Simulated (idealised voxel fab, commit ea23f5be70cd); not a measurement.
The process module presented herein is designated voxel released beams.
Cross-section cut: width 275 nm, square cells of 5 nm.
Square cells in a grid make up a cross-section in this document, and the grid is given as bands, listed from the top down, each one or more rows of cells. Read a band's entry like this: the first values are the height of its top and the height of its bottom in nm, and what follows is the sequence of materials from left to right, each with its width in nm. Note that "air" is empty space, and that a single material marked "everywhere" reaches across the band from edge to edge. Height datum 0, below which the as-received substrate wafer is one material. Lowest band open at the bottom, running downward: "0 nm and below". Top row gets the first number, bottom row gets the second, and each row in between changes by the same step: that is how a band width like "30 to 40" works. "nothing was modified" after a step means that no cell of the cross-section changed. The entry "Enclosed void inventory" lists the empty spaces that cover at least 8 cells and have no open path to the top. Each is written as width x height at distance, where the distance is measured from the left edge and all three values are in nm. Whatever follows a step's settings on its line is a remark the simulator itself makes about that step. The optional step-line setting "overlay nm" applies to steps with a mask and quantifies how far to the right of its planned location the mask lay, a negative value indicating leftward placement.
# Process steps - plan
1. RECEIVE (material Si)
2. CONFORMAL_DEP (material Al2O3; thk nm 5)
3. DIRECTIONAL_DEP (material SiO2; thk nm 20)
4. MASKED_ETCH (tone open; mask id ANCHOR; width nm 25; etch materials SiO2; depth nm 20; overlay nm 0)
5. CONFORMAL_DEP (material SiN; thk nm 10)
6. DIRECTIONAL_DEP (material aC; thk nm 10)
7. PATTERN (tone cover; mask id BEAM; material resist; width nm 75; thk nm 25; overlay nm 0)
8. DIRECTIONAL_ETCH (etch materials aC; depth nm 10)
9. STRIP (etch materials resist)
10. DIRECTIONAL_ETCH (etch materials SiN; depth nm 10)
11. STRIP (etch materials aC)
12. STRIP (etch materials SiO2)
# Cross-section: wafer on arrival = after step 1
> 0 nm and below = Si everywhere
> Enclosed void inventory: none
# Module complete - cross-section of the first of two wafers, run according to plan
> 35 nm to 25 nm = air 95, SiN 15, air 5, SiN 55, air 105
> 25 nm to 15 nm = air 100, SiN 10, air 5, SiN 10, air 150
> 15 nm to 5 nm = air 100, SiN 25, air 150
> 5 nm to 0 nm = Al2O3 everywhere
> 0 nm and below = Si everywhere
> Enclosed void inventory: none
# Cross-sectional view of the second of two wafers upon completion of the module. This wafer shared its starting condition and process plan with the first; one error was made during its execution
> 35 nm to 25 nm = air 95, SiN 20, air 5, SiN 50, air 105
> 25 nm to 15 nm = air 105, SiN 10, air 5, SiN 10, air 145
> 15 nm to 5 nm = air 105, SiN 25, air 145
> 5 nm to 0 nm = Al2O3 everywhere
> 0 nm and below = Si everywhere
> Enclosed void inventory: none
Finding, execution versus plan: step 4: run off-plan, actual operation and settings MASKED_ETCH (tone open; mask id ANCHOR; width nm 25; etch materials SiO2; depth nm 20; overlay nm 5)
Upon completion, the cell count for each material on the second wafer equals that on the first, whereas the spatial distribution of those cells differs.
